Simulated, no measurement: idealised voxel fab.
Process module in this document: voxel self aligned contacts
Square cells of 5 nm make up the cross-section cut, whose width is 290 nm.
A cross-section is written here as square cells arranged in a grid, and it is given in bands from the top down, each band taking up one or more rows of cells.
A band entry consists of two parts. The first gives the height of the band's top and the height of its bottom, in nm. The rest lists the band's materials from left to right, each with its width in nm. A single material labelled with the word "full width" fills the band from edge to edge, and the word "air" marks empty space.
Heights from 0 (as-received wafer is one material below). Bottom band endless downward, as "0 nm and below".
Think of "30->40" as a width that walks from the first number to the second as you go down the band, top row to bottom row, taking equal-sized steps from row to row.
Key: "remained the same" - step with no changed cell in the cross-section.
Empty spaces counting at least 8 cells and having no open way to the top are listed in "Closed void catalog". The notation width x height at distance is used for each, the distance being from the left edge and all three values in nm.
Text after the settings on a step's line: the simulator's own remark on that step.
On any step carrying a mask, the "overlay nm" setting, if present on the step's line, tells how far right of its planned place the mask lay; negative values point to the left.
Each of the pairs that make up the rest of this document says: here is the cross-section before one process step, here is the cross-section after it, drawn only down to the lowest band that changed, and here, under the pair, is the step lying between them with its settings. Different pairs may come from different runs of this module on the same starting wafer, so a pair continues from the pair above it only where its entry headed "Pre-step" says so.
-- Pre-step
	55 nm to 50 nm | SiO2 full width
	50 nm to 25 nm | 55 SiO2, 50 SiN, 15 SiO2, 50 SiN, 15 SiO2, 50 SiN, 55 SiO2
	25 nm to 5 nm | 55 SiO2, 10 SiN, 30 polySi, 10 SiN, 15 SiO2, 10 SiN, 30 polySi, 10 SiN, 15 SiO2, 10 SiN, 30 polySi, 10 SiN, 55 SiO2
	5 nm to 0 nm | SiO2 full width
	0 nm and below | Si full width
	Closed void catalog: none
-- Cut View, Post-Step
	65 nm to 55 nm | aC full width
	Below 55, the layers are the same as they were.
	Closed void catalog: none
For reference, the processing step occurring between the two cross-sections presented above is as follows: DIRECTIONAL_DEP with material aC, thk nm 10
Pre-step: the cross-section after the pair above
-- Cut View, Post-Step
	90 nm to 65 nm | 90 resist, 45 air, 20 resist, 45 air, 90 resist
	Below 65, the layers are the same as they were.
	Closed void catalog: none
For reference, the processing step occurring between the two cross-sections presented above is as follows: PATTERN with tone open, mask id CONTACT, material resist, width nm 45, pitch nm 65, thk nm 25, overlay nm 0
Pre-step: the cross-section after the pair above
-- Cut View, Post-Step
	80 nm to 65 nm | 90 resist, 45 air, 20 resist, 45 air, 90 resist
	65 nm to 55 nm | 90 aC, 45 air, 20 aC, 45 air, 90 aC
	Below 55, the layers are the same as they were.
	Closed void catalog: none
For reference, the processing step occurring between the two cross-sections presented above is as follows: DIRECTIONAL_ETCH with etch materials aC, depth nm 10
Pre-step: the cross-section after the pair above
-- Cut View, Post-Step
	65 nm to 55 nm | 90 aC, 45 air, 20 aC, 45 air, 90 aC
	Below 55, the layers are the same as they were.
	Closed void catalog: none
For reference, the processing step occurring between the two cross-sections presented above is as follows: STRIP with etch materials resist
Pre-step: the cross-section after the pair above
-- Cut View, Post-Step
	65 nm to 55 nm | 90 aC, 45 air, 20 aC, 45 air, 90 aC
	55 nm to 50 nm | 90 SiO2, 45 air, 20 SiO2, 45 air, 90 SiO2
	50 nm to 25 nm | 55 SiO2, 50 SiN, 15 air, 50 SiN, 15 air, 50 SiN, 55 SiO2
	25 nm to 5 nm | 55 SiO2, 10 SiN, 30 polySi, 10 SiN, 15 air, 10 SiN, 30 polySi, 10 SiN, 15 air, 10 SiN, 30 polySi, 10 SiN, 55 SiO2
	5 nm to 0 nm | 105 SiO2, 15 air, 50 SiO2, 15 air, 105 SiO2
	Below 0, the layers are the same as they were.
	Closed void catalog: none
For reference, the processing step occurring between the two cross-sections presented above is as follows: DIRECTIONAL_ETCH with etch materials SiO2, depth nm 60
Pre-step: the cross-section after the pair above
-- Cut View, Post-Step
	55 nm to 50 nm | 90 SiO2, 45 air, 20 SiO2, 45 air, 90 SiO2
	Below 50, the layers are the same as they were.
	Closed void catalog: none
For reference, the processing step occurring between the two cross-sections presented above is as follows: STRIP with etch materials aC
Pre-step: the cross-section after the pair above
-- Cut View, Post-Step
	60 nm to 55 nm | 95 TiN, 35 air, 30 TiN, 35 air, 95 TiN
	55 nm to 50 nm | 90 SiO2, 20 TiN, 5 air, 20 TiN, 20 SiO2, 20 TiN, 5 air, 20 TiN, 90 SiO2
	50 nm to 25 nm | 55 SiO2, 50 SiN, 5 TiN, 5 air, 5 TiN, 50 SiN, 5 TiN, 5 air, 5 TiN, 50 SiN, 55 SiO2
	25 nm to 5 nm | 55 SiO2, 10 SiN, 30 polySi, 10 SiN, 5 TiN, 5 air, 5 TiN, 10 SiN, 30 polySi, 10 SiN, 5 TiN, 5 air, 5 TiN, 10 SiN, 30 polySi, 10 SiN, 55 SiO2
	5 nm to 0 nm | 105 SiO2, 15 TiN, 50 SiO2, 15 TiN, 105 SiO2
	Below 0, the layers are the same as they were.
	Closed void catalog: none
For reference, the processing step occurring between the two cross-sections presented above is as follows: CONFORMAL_DEP with material TiN, thk nm 5
Pre-step: the cross-section after the pair above
-- Cut View, Post-Step
	70 nm to 60 nm | Ru full width
	60 nm to 55 nm | 95 TiN, 35 Ru, 30 TiN, 35 Ru, 95 TiN
	55 nm to 50 nm | 90 SiO2, 20 TiN, 5 Ru, 20 TiN, 20 SiO2, 20 TiN, 5 Ru, 20 TiN, 90 SiO2
	50 nm to 25 nm | 55 SiO2, 50 SiN, 5 TiN, 5 Ru, 5 TiN, 50 SiN, 5 TiN, 5 Ru, 5 TiN, 50 SiN, 55 SiO2
	25 nm to 5 nm | 55 SiO2, 10 SiN, 30 polySi, 10 SiN, 5 TiN, 5 Ru, 5 TiN, 10 SiN, 30 polySi, 10 SiN, 5 TiN, 5 Ru, 5 TiN, 10 SiN, 30 polySi, 10 SiN, 55 SiO2
	Below 5, the layers are the same as they were.
	Closed void catalog: none
For reference, the processing step occurring between the two cross-sections presented above is as follows: FILL_DEP with material Ru, thk nm 10
Pre-step: the cross-section after the pair above
-- Cut View, Post-Step
	60 nm to 55 nm | 95 TiN, 35 Ru, 30 TiN, 35 Ru, 95 TiN
	Below 55, the layers are the same as they were.
	Closed void catalog: none
For reference, the processing step occurring between the two cross-sections presented above is as follows: CMP with height nm 60
Pre-step: the cross-section after the pair above
-- Cut View, Post-Step
	65 nm to 60 nm | SiN full width
	Below 60, the layers are the same as they were.
	Closed void catalog: none
For reference, the processing step occurring between the two cross-sections presented above is as follows: CONFORMAL_DEP with material SiN, thk nm 5
-- Pre-step
	65 nm to 50 nm | aC full width
	50 nm to 25 nm | SiN full width
	25 nm to 5 nm | polySi full width
	5 nm to 0 nm | SiO2 full width
	0 nm and below | Si full width
	Closed void catalog: none
-- Cut View, Post-Step
	100 nm to 65 nm | 65 air, 35 resist, 30 air, 35 resist, 30 air, 35 resist, 60 air
	Below 65, the layers are the same as they were.
	Closed void catalog: none
For reference, the processing step occurring between the two cross-sections presented above is as follows: PATTERN with tone cover, mask id GATE, material resist, width nm 35, pitch nm 65, thk nm 35, overlay nm 0
Pre-step: the cross-section after the pair above
-- Cut View, Post-Step
	85 nm to 65 nm | 65 air, 35 resist, 30 air, 35 resist, 30 air, 35 resist, 60 air
	65 nm to 50 nm | 65 air, 35 aC, 30 air, 35 aC, 30 air, 35 aC, 60 air
	Below 50, the layers are the same as they were.
	Closed void catalog: none
For reference, the processing step occurring between the two cross-sections presented above is as follows: DIRECTIONAL_ETCH with etch materials aC, depth nm 15
Pre-step: the cross-section after the pair above
-- Cut View, Post-Step
	65 nm to 50 nm | 65 air, 35 aC, 30 air, 35 aC, 30 air, 35 aC, 60 air
	Below 50, the layers are the same as they were.
	Closed void catalog: none
For reference, the processing step occurring between the two cross-sections presented above is as follows: STRIP with etch materials resist
Pre-step: the cross-section after the pair above
-- Cut View, Post-Step
	65 nm to 50 nm | 65 air, 35 aC, 30 air, 35 aC, 30 air, 35 aC, 60 air
	50 nm to 25 nm | 65 air, 35 SiN, 30 air, 35 SiN, 30 air, 35 SiN, 60 air
	Below 25, the layers are the same as they were.
	Closed void catalog: none
For reference, the processing step occurring between the two cross-sections presented above is as follows: DIRECTIONAL_ETCH with etch materials SiN, depth nm 25
Pre-step: the cross-section after the pair above
-- Cut View, Post-Step
	65 nm to 50 nm | 65 air, 35 aC, 30 air, 35 aC, 30 air, 35 aC, 60 air
	50 nm to 25 nm | 65 air, 35 SiN, 30 air, 35 SiN, 30 air, 35 SiN, 60 air
	25 nm to 5 nm | 65 air, 35 polySi, 30 air, 35 polySi, 30 air, 35 polySi, 60 air
	Below 5, the layers are the same as they were.
	Closed void catalog: none
For reference, the processing step occurring between the two cross-sections presented above is as follows: DIRECTIONAL_ETCH with etch materials polySi, depth nm 20
Pre-step: the cross-section after the pair above
-- Cut View, Post-Step
	50 nm to 25 nm | 65 air, 35 SiN, 30 air, 35 SiN, 30 air, 35 SiN, 60 air
	Below 25, the layers are the same as they were.
	Closed void catalog: none
For reference, the processing step occurring between the two cross-sections presented above is as follows: STRIP with etch materials aC
Pre-step: the cross-section after the pair above
-- Cut View, Post-Step
	60 nm to 25 nm | 55 air, 55 SiN, 10 air, 55 SiN, 10 air, 55 SiN, 50 air
	25 nm to 15 nm | 55 air, 10 SiN, 35 polySi, 10 SiN, 10 air, 10 SiN, 35 polySi, 10 SiN, 10 air, 10 SiN, 35 polySi, 10 SiN, 50 air
	15 nm to 5 nm | 65 SiN, 35 polySi, 30 SiN, 35 polySi, 30 SiN, 35 polySi, 60 SiN
	Below 5, the layers are the same as they were.
	Closed void catalog: none
For reference, the processing step occurring between the two cross-sections presented above is as follows: CONFORMAL_DEP with material SiN, thk nm 10
Pre-step: the cross-section after the pair above
-- Cut View, Post-Step
	50 nm to 25 nm | 55 air, 55 SiN, 10 air, 55 SiN, 10 air, 55 SiN, 50 air
	25 nm to 5 nm | 55 air, 10 SiN, 35 polySi, 10 SiN, 10 air, 10 SiN, 35 polySi, 10 SiN, 10 air, 10 SiN, 35 polySi, 10 SiN, 50 air
	Below 5, the layers are the same as they were.
	Closed void catalog: none
For reference, the processing step occurring between the two cross-sections presented above is as follows: DIRECTIONAL_ETCH with etch materials SiN, depth nm 10
Pre-step: the cross-section after the pair above
-- Cut View, Post-Step
	65 nm to 50 nm | SiO2 full width
	50 nm to 25 nm | 55 SiO2, 55 SiN, 10 SiO2, 55 SiN, 10 SiO2, 55 SiN, 50 SiO2
	25 nm to 5 nm | 55 SiO2, 10 SiN, 35 polySi, 10 SiN, 10 SiO2, 10 SiN, 35 polySi, 10 SiN, 10 SiO2, 10 SiN, 35 polySi, 10 SiN, 50 SiO2
	Below 5, the layers are the same as they were.
	Closed void catalog: none
For reference, the processing step occurring between the two cross-sections presented above is as follows: FILL_DEP with material SiO2, thk nm 15
Pre-step: the cross-section after the pair above
-- Cut View, Post-Step
	60 nm to 50 nm | SiO2 full width
	Below 50, the layers are the same as they were.
	Closed void catalog: none
For reference, the processing step occurring between the two cross-sections presented above is as follows: CMP with height nm 60
Pre-step: the cross-section after the pair above
-- Cut View, Post-Step
	70 nm to 60 nm | aC full width
	Below 60, the layers are the same as they were.
	Closed void catalog: none
For reference, the processing step occurring between the two cross-sections presented above is as follows: DIRECTIONAL_DEP with material aC, thk nm 10
Pre-step: the cross-section after the pair above
-- Cut View, Post-Step
	95 nm to 70 nm | 90 resist, 45 air, 20 resist, 45 air, 90 resist
	Below 70, the layers are the same as they were.
	Closed void catalog: none
For reference, the processing step occurring between the two cross-sections presented above is as follows: PATTERN with tone open, mask id CONTACT, material resist, width nm 45, pitch nm 65, thk nm 25, overlay nm 0
Pre-step: the cross-section after the pair above
-- Cut View, Post-Step
	85 nm to 70 nm | 90 resist, 45 air, 20 resist, 45 air, 90 resist
	70 nm to 60 nm | 90 aC, 45 air, 20 aC, 45 air, 90 aC
	Below 60, the layers are the same as they were.
	Closed void catalog: none
For reference, the processing step occurring between the two cross-sections presented above is as follows: DIRECTIONAL_ETCH with etch materials aC, depth nm 10
Pre-step: the cross-section after the pair above
-- Cut View, Post-Step
	70 nm to 60 nm | 90 aC, 45 air, 20 aC, 45 air, 90 aC
	Below 60, the layers are the same as they were.
	Closed void catalog: none
For reference, the processing step occurring between the two cross-sections presented above is as follows: STRIP with etch materials resist
Pre-step: the cross-section after the pair above
-- Cut View, Post-Step
	70 nm to 60 nm | 90 aC, 45 air, 20 aC, 45 air, 90 aC
	60 nm to 50 nm | 90 SiO2, 45 air, 20 SiO2, 45 air, 90 SiO2
	50 nm to 25 nm | 55 SiO2, 55 SiN, 10 air, 55 SiN, 10 air, 55 SiN, 50 SiO2
	25 nm to 5 nm | 55 SiO2, 10 SiN, 35 polySi, 10 SiN, 10 air, 10 SiN, 35 polySi, 10 SiN, 10 air, 10 SiN, 35 polySi, 10 SiN, 50 SiO2
	5 nm to 0 nm | 110 SiO2, 10 air, 55 SiO2, 10 air, 105 SiO2
	Below 0, the layers are the same as they were.
	Closed void catalog: none
For reference, the processing step occurring between the two cross-sections presented above is as follows: DIRECTIONAL_ETCH with etch materials SiO2, depth nm 60
Pre-step: the cross-section after the pair above
-- Cut View, Post-Step
	60 nm to 50 nm | 90 SiO2, 45 air, 20 SiO2, 45 air, 90 SiO2
	Below 50, the layers are the same as they were.
	Closed void catalog: none
For reference, the processing step occurring between the two cross-sections presented above is as follows: STRIP with etch materials aC
Pre-step: the cross-section after the pair above
-- Cut View, Post-Step
	65 nm to 60 nm | 95 TiN, 35 air, 30 TiN, 35 air, 95 TiN
	60 nm to 55 nm | 90 SiO2, 5 TiN, 35 air, 5 TiN, 20 SiO2, 5 TiN, 35 air, 5 TiN, 90 SiO2
	55 nm to 50 nm | 90 SiO2, 45 TiN, 20 SiO2, 45 TiN, 90 SiO2
	50 nm to 25 nm | 55 SiO2, 55 SiN, 10 TiN, 55 SiN, 10 TiN, 55 SiN, 50 SiO2
	25 nm to 5 nm | 55 SiO2, 10 SiN, 35 polySi, 10 SiN, 10 TiN, 10 SiN, 35 polySi, 10 SiN, 10 TiN, 10 SiN, 35 polySi, 10 SiN, 50 SiO2
	5 nm to 0 nm | 110 SiO2, 10 TiN, 55 SiO2, 10 TiN, 105 SiO2
	Below 0, the layers are the same as they were.
	Closed void catalog: none
For reference, the processing step occurring between the two cross-sections presented above is as follows: CONFORMAL_DEP with material TiN, thk nm 5
Pre-step: the cross-section after the pair above
-- Cut View, Post-Step
	75 nm to 65 nm | Ru full width
	65 nm to 60 nm | 95 TiN, 35 Ru, 30 TiN, 35 Ru, 95 TiN
	60 nm to 55 nm | 90 SiO2, 5 TiN, 35 Ru, 5 TiN, 20 SiO2, 5 TiN, 35 Ru, 5 TiN, 90 SiO2
	Below 55, the layers are the same as they were.
	Closed void catalog: none
For reference, the processing step occurring between the two cross-sections presented above is as follows: FILL_DEP with material Ru, thk nm 10
Pre-step: the cross-section after the pair above
-- Cut View, Post-Step
	60 nm to 55 nm | 90 SiO2, 5 TiN, 35 Ru, 5 TiN, 20 SiO2, 5 TiN, 35 Ru, 5 TiN, 90 SiO2
	Below 55, the layers are the same as they were.
	Closed void catalog: none
For reference, the processing step occurring between the two cross-sections presented above is as follows: CMP with height nm 60
Pre-step: the cross-section after the pair above
-- Cut View, Post-Step
	65 nm to 60 nm | SiN full width
	Below 60, the layers are the same as they were.
	Closed void catalog: none
For reference, the processing step occurring between the two cross-sections presented above is as follows: CONFORMAL_DEP with material SiN, thk nm 5
-- Pre-step
	70 nm to 60 nm | aC full width
	60 nm to 50 nm | SiO2 full width
	50 nm to 25 nm | 55 SiO2, 50 SiN, 15 SiO2, 50 SiN, 15 SiO2, 50 SiN, 55 SiO2
	25 nm to 5 nm | 55 SiO2, 10 SiN, 30 polySi, 10 SiN, 15 SiO2, 10 SiN, 30 polySi, 10 SiN, 15 SiO2, 10 SiN, 30 polySi, 10 SiN, 55 SiO2
	5 nm to 0 nm | SiO2 full width
	0 nm and below | Si full width
	Closed void catalog: none
-- Cut View, Post-Step
	95 nm to 70 nm | 85 resist, 45 air, 20 resist, 45 air, 95 resist
	Below 70, the layers are the same as they were.
	Closed void catalog: none
For reference, the processing step occurring between the two cross-sections presented above is as follows: PATTERN with tone open, mask id CONTACT, material resist, width nm 45, pitch nm 65, thk nm 25, overlay nm -5
Pre-step: the cross-section after the pair above
-- Cut View, Post-Step
	85 nm to 70 nm | 85 resist, 45 air, 20 resist, 45 air, 95 resist
	70 nm to 60 nm | 85 aC, 45 air, 20 aC, 45 air, 95 aC
	Below 60, the layers are the same as they were.
	Closed void catalog: none
For reference, the processing step occurring between the two cross-sections presented above is as follows: DIRECTIONAL_ETCH with etch materials aC, depth nm 10
Pre-step: the cross-section after the pair above
-- Cut View, Post-Step
	70 nm to 60 nm | 85 aC, 45 air, 20 aC, 45 air, 95 aC
	Below 60, the layers are the same as they were.
	Closed void catalog: none
For reference, the processing step occurring between the two cross-sections presented above is as follows: STRIP with etch materials resist
Pre-step: the cross-section after the pair above
-- Cut View, Post-Step
	70 nm to 60 nm | 85 aC, 45 air, 20 aC, 45 air, 95 aC
	60 nm to 50 nm | 85 SiO2, 45 air, 20 SiO2, 45 air, 95 SiO2
	50 nm to 25 nm | 55 SiO2, 50 SiN, 15 air, 50 SiN, 15 air, 50 SiN, 55 SiO2
	25 nm to 5 nm | 55 SiO2, 10 SiN, 30 polySi, 10 SiN, 15 air, 10 SiN, 30 polySi, 10 SiN, 15 air, 10 SiN, 30 polySi, 10 SiN, 55 SiO2
	5 nm to 0 nm | 105 SiO2, 15 air, 50 SiO2, 15 air, 105 SiO2
	Below 0, the layers are the same as they were.
	Closed void catalog: none
For reference, the processing step occurring between the two cross-sections presented above is as follows: DIRECTIONAL_ETCH with etch materials SiO2, depth nm 60
Pre-step: the cross-section after the pair above
-- Cut View, Post-Step
	60 nm to 50 nm | 85 SiO2, 45 air, 20 SiO2, 45 air, 95 SiO2
	Below 50, the layers are the same as they were.
	Closed void catalog: none
For reference, the processing step occurring between the two cross-sections presented above is as follows: STRIP with etch materials aC
Pre-step: the cross-section after the pair above
-- Cut View, Post-Step
	65 nm to 60 nm | 90 TiN, 35 air, 30 TiN, 35 air, 100 TiN
	60 nm to 50 nm | 85 SiO2, 5->25 TiN, 35->5 air, 5->15 TiN, 20 SiO2, 5->25 TiN, 35->5 air, 5->15 TiN, 95 SiO2
	50 nm to 25 nm | 55 SiO2, 50 SiN, 5 TiN, 5 air, 5 TiN, 50 SiN, 5 TiN, 5 air, 5 TiN, 50 SiN, 55 SiO2
	25 nm to 5 nm | 55 SiO2, 10 SiN, 30 polySi, 10 SiN, 5 TiN, 5 air, 5 TiN, 10 SiN, 30 polySi, 10 SiN, 5 TiN, 5 air, 5 TiN, 10 SiN, 30 polySi, 10 SiN, 55 SiO2
	5 nm to 0 nm | 105 SiO2, 15 TiN, 50 SiO2, 15 TiN, 105 SiO2
	Below 0, the layers are the same as they were.
	Closed void catalog: none
For reference, the processing step occurring between the two cross-sections presented above is as follows: CONFORMAL_DEP with material TiN, thk nm 5
Pre-step: the cross-section after the pair above
-- Cut View, Post-Step
	75 nm to 65 nm | Ru full width
	65 nm to 60 nm | 90 TiN, 35 Ru, 30 TiN, 35 Ru, 100 TiN
	60 nm to 50 nm | 85 SiO2, 5->25 TiN, 35->5 Ru, 5->15 TiN, 20 SiO2, 5->25 TiN, 35->5 Ru, 5->15 TiN, 95 SiO2
	50 nm to 25 nm | 55 SiO2, 50 SiN, 5 TiN, 5 Ru, 5 TiN, 50 SiN, 5 TiN, 5 Ru, 5 TiN, 50 SiN, 55 SiO2
	25 nm to 5 nm | 55 SiO2, 10 SiN, 30 polySi, 10 SiN, 5 TiN, 5 Ru, 5 TiN, 10 SiN, 30 polySi, 10 SiN, 5 TiN, 5 Ru, 5 TiN, 10 SiN, 30 polySi, 10 SiN, 55 SiO2
	Below 5, the layers are the same as they were.
	Closed void catalog: none
For reference, the processing step occurring between the two cross-sections presented above is as follows: FILL_DEP with material Ru, thk nm 10
Pre-step: the cross-section after the pair above
-- Cut View, Post-Step
	60 nm to 50 nm | 85 SiO2, 5->25 TiN, 35->5 Ru, 5->15 TiN, 20 SiO2, 5->25 TiN, 35->5 Ru, 5->15 TiN, 95 SiO2
	Below 50, the layers are the same as they were.
	Closed void catalog: none
For reference, the processing step occurring between the two cross-sections presented above is as follows: CMP with height nm 60
Pre-step: the cross-section after the pair above
-- Cut View, Post-Step
	65 nm to 60 nm | SiN full width
	Below 60, the layers are the same as they were.
	Closed void catalog: none
For reference, the processing step occurring between the two cross-sections presented above is as follows: CONFORMAL_DEP with material SiN, thk nm 5
-- Pre-step
	65 nm to 60 nm | 95 TiN, 35 air, 30 TiN, 35 air, 95 TiN
	60 nm to 50 nm | 90 SiO2, 5->20 TiN, 35->5 air, 5->20 TiN, 20 SiO2, 5->20 TiN, 35->5 air, 5->20 TiN, 90 SiO2
	50 nm to 25 nm | 55 SiO2, 50 SiN, 5 TiN, 5 air, 5 TiN, 50 SiN, 5 TiN, 5 air, 5 TiN, 50 SiN, 55 SiO2
	25 nm to 5 nm | 55 SiO2, 10 SiN, 30 polySi, 10 SiN, 5 TiN, 5 air, 5 TiN, 10 SiN, 30 polySi, 10 SiN, 5 TiN, 5 air, 5 TiN, 10 SiN, 30 polySi, 10 SiN, 55 SiO2
	5 nm to 0 nm | 105 SiO2, 15 TiN, 50 SiO2, 15 TiN, 105 SiO2
	0 nm and below | Si full width
	Closed void catalog: none
-- Cut View, Post-Step
	75 nm to 65 nm | SiN full width
	65 nm to 60 nm | 95 TiN, 35 SiN, 30 TiN, 35 SiN, 95 TiN
	60 nm to 50 nm | 90 SiO2, 5->20 TiN, 35->5 SiN, 5->20 TiN, 20 SiO2, 5->20 TiN, 35->5 SiN, 5->20 TiN, 90 SiO2
	50 nm to 25 nm | 55 SiO2, 50 SiN, 5 TiN, 5 SiN, 5 TiN, 50 SiN, 5 TiN, 5 SiN, 5 TiN, 50 SiN, 55 SiO2
	25 nm to 5 nm | 55 SiO2, 10 SiN, 30 polySi, 10 SiN, 5 TiN, 5 SiN, 5 TiN, 10 SiN, 30 polySi, 10 SiN, 5 TiN, 5 SiN, 5 TiN, 10 SiN, 30 polySi, 10 SiN, 55 SiO2
	Below 5, the layers are the same as they were.
	Closed void catalog: none
For reference, the processing step occurring between the two cross-sections presented above is as follows: FILL_DEP with material SiN, thk nm 10
Pre-step: the cross-section after the pair above
-- Cut View, Post-Step
	60 nm to 50 nm | 90 SiO2, 5->20 TiN, 35->5 SiN, 5->20 TiN, 20 SiO2, 5->20 TiN, 35->5 SiN, 5->20 TiN, 90 SiO2
	Below 50, the layers are the same as they were.
	Closed void catalog: none
For reference, the processing step occurring between the two cross-sections presented above is as follows: CMP with height nm 60
Pre-step: the cross-section after the pair above
-- Cut View, Post-Step
	65 nm to 60 nm | SiN full width
	Below 60, the layers are the same as they were.
	Closed void catalog: none
For reference, the processing step occurring between the two cross-sections presented above is as follows: CONFORMAL_DEP with material SiN, thk nm 5
-- Pre-step
	70 nm to 60 nm | aC full width
	60 nm to 50 nm | SiO2 full width
	50 nm to 25 nm | 55 SiO2, 50 SiN, 15 SiO2, 50 SiN, 15 SiO2, 50 SiN, 55 SiO2
	25 nm to 5 nm | 55 SiO2, 10 SiN, 30 polySi, 10 SiN, 15 SiO2, 10 SiN, 30 polySi, 10 SiN, 15 SiO2, 10 SiN, 30 polySi, 10 SiN, 55 SiO2
	5 nm to 0 nm | SiO2 full width
	0 nm and below | Si full width
	Closed void catalog: none
-- Cut View, Post-Step
	95 nm to 70 nm | 90 air, 45 resist, 20 air, 45 resist, 90 air
	Below 70, the layers are the same as they were.
	Closed void catalog: none
For reference, the processing step occurring between the two cross-sections presented above is as follows: PATTERN with tone cover, mask id CONTACT, material resist, width nm 45, pitch nm 65, thk nm 25, overlay nm 0
Pre-step: the cross-section after the pair above
-- Cut View, Post-Step
	85 nm to 70 nm | 90 air, 45 resist, 20 air, 45 resist, 90 air
	70 nm to 60 nm | 90 air, 45 aC, 20 air, 45 aC, 90 air
	Below 60, the layers are the same as they were.
	Closed void catalog: none
For reference, the processing step occurring between the two cross-sections presented above is as follows: DIRECTIONAL_ETCH with etch materials aC, depth nm 10
Pre-step: the cross-section after the pair above
-- Cut View, Post-Step
	70 nm to 60 nm | 90 air, 45 aC, 20 air, 45 aC, 90 air
	Below 60, the layers are the same as they were.
	Closed void catalog: none
For reference, the processing step occurring between the two cross-sections presented above is as follows: STRIP with etch materials resist
Pre-step: the cross-section after the pair above
-- Cut View, Post-Step
	70 nm to 60 nm | 90 air, 45 aC, 20 air, 45 aC, 90 air
	60 nm to 50 nm | 90 air, 45 SiO2, 20 air, 45 SiO2, 90 air
	50 nm to 25 nm | 55 air, 50 SiN, 15 SiO2, 50 SiN, 15 SiO2, 50 SiN, 55 air
	25 nm to 5 nm | 55 air, 10 SiN, 30 polySi, 10 SiN, 15 SiO2, 10 SiN, 30 polySi, 10 SiN, 15 SiO2, 10 SiN, 30 polySi, 10 SiN, 55 air
	5 nm to 0 nm | 55 air, 180 SiO2, 55 air
	Below 0, the layers are the same as they were.
	Closed void catalog: none
For reference, the processing step occurring between the two cross-sections presented above is as follows: DIRECTIONAL_ETCH with etch materials SiO2, depth nm 60
Pre-step: the cross-section after the pair above
-- Cut View, Post-Step
	60 nm to 50 nm | 90 air, 45 SiO2, 20 air, 45 SiO2, 90 air
	Below 50, the layers are the same as they were.
	Closed void catalog: none
For reference, the processing step occurring between the two cross-sections presented above is as follows: STRIP with etch materials aC
Pre-step: the cross-section after the pair above
-- Cut View, Post-Step
	65 nm to 60 nm | 85 air, 55 TiN, 10 air, 55 TiN, 85 air
	60 nm to 55 nm | 85 air, 5 TiN, 45 SiO2, 5 TiN, 10 air, 5 TiN, 45 SiO2, 5 TiN, 85 air
	55 nm to 50 nm | 50 air, 40 TiN, 45 SiO2, 20 TiN, 45 SiO2, 40 TiN, 50 air
	50 nm to 25 nm | 50 air, 5 TiN, 50 SiN, 15 SiO2, 50 SiN, 15 SiO2, 50 SiN, 5 TiN, 50 air
	25 nm to 5 nm | 50 air, 5 TiN, 10 SiN, 30 polySi, 10 SiN, 15 SiO2, 10 SiN, 30 polySi, 10 SiN, 15 SiO2, 10 SiN, 30 polySi, 10 SiN, 5 TiN, 50 air
	5 nm to 0 nm | 55 TiN, 180 SiO2, 55 TiN
	Below 0, the layers are the same as they were.
	Closed void catalog: none
For reference, the processing step occurring between the two cross-sections presented above is as follows: CONFORMAL_DEP with material TiN, thk nm 5
Pre-step: the cross-section after the pair above
-- Cut View, Post-Step
	75 nm to 65 nm | Ru full width
	65 nm to 60 nm | 85 Ru, 55 TiN, 10 Ru, 55 TiN, 85 Ru
	60 nm to 55 nm | 85 Ru, 5 TiN, 45 SiO2, 5 TiN, 10 Ru, 5 TiN, 45 SiO2, 5 TiN, 85 Ru
	55 nm to 50 nm | 50 Ru, 40 TiN, 45 SiO2, 20 TiN, 45 SiO2, 40 TiN, 50 Ru
	50 nm to 25 nm | 50 Ru, 5 TiN, 50 SiN, 15 SiO2, 50 SiN, 15 SiO2, 50 SiN, 5 TiN, 50 Ru
	25 nm to 5 nm | 50 Ru, 5 TiN, 10 SiN, 30 polySi, 10 SiN, 15 SiO2, 10 SiN, 30 polySi, 10 SiN, 15 SiO2, 10 SiN, 30 polySi, 10 SiN, 5 TiN, 50 Ru
	Below 5, the layers are the same as they were.
	Closed void catalog: none
For reference, the processing step occurring between the two cross-sections presented above is as follows: FILL_DEP with material Ru, thk nm 10
Pre-step: the cross-section after the pair above
-- Cut View, Post-Step
	60 nm to 55 nm | 85 Ru, 5 TiN, 45 SiO2, 5 TiN, 10 Ru, 5 TiN, 45 SiO2, 5 TiN, 85 Ru
	Below 55, the layers are the same as they were.
	Closed void catalog: none
For reference, the processing step occurring between the two cross-sections presented above is as follows: CMP with height nm 60
Pre-step: the cross-section after the pair above
-- Cut View, Post-Step
	65 nm to 60 nm | SiN full width
	Below 60, the layers are the same as they were.
	Closed void catalog: none
For reference, the processing step occurring between the two cross-sections presented above is as follows: CONFORMAL_DEP with material SiN, thk nm 5
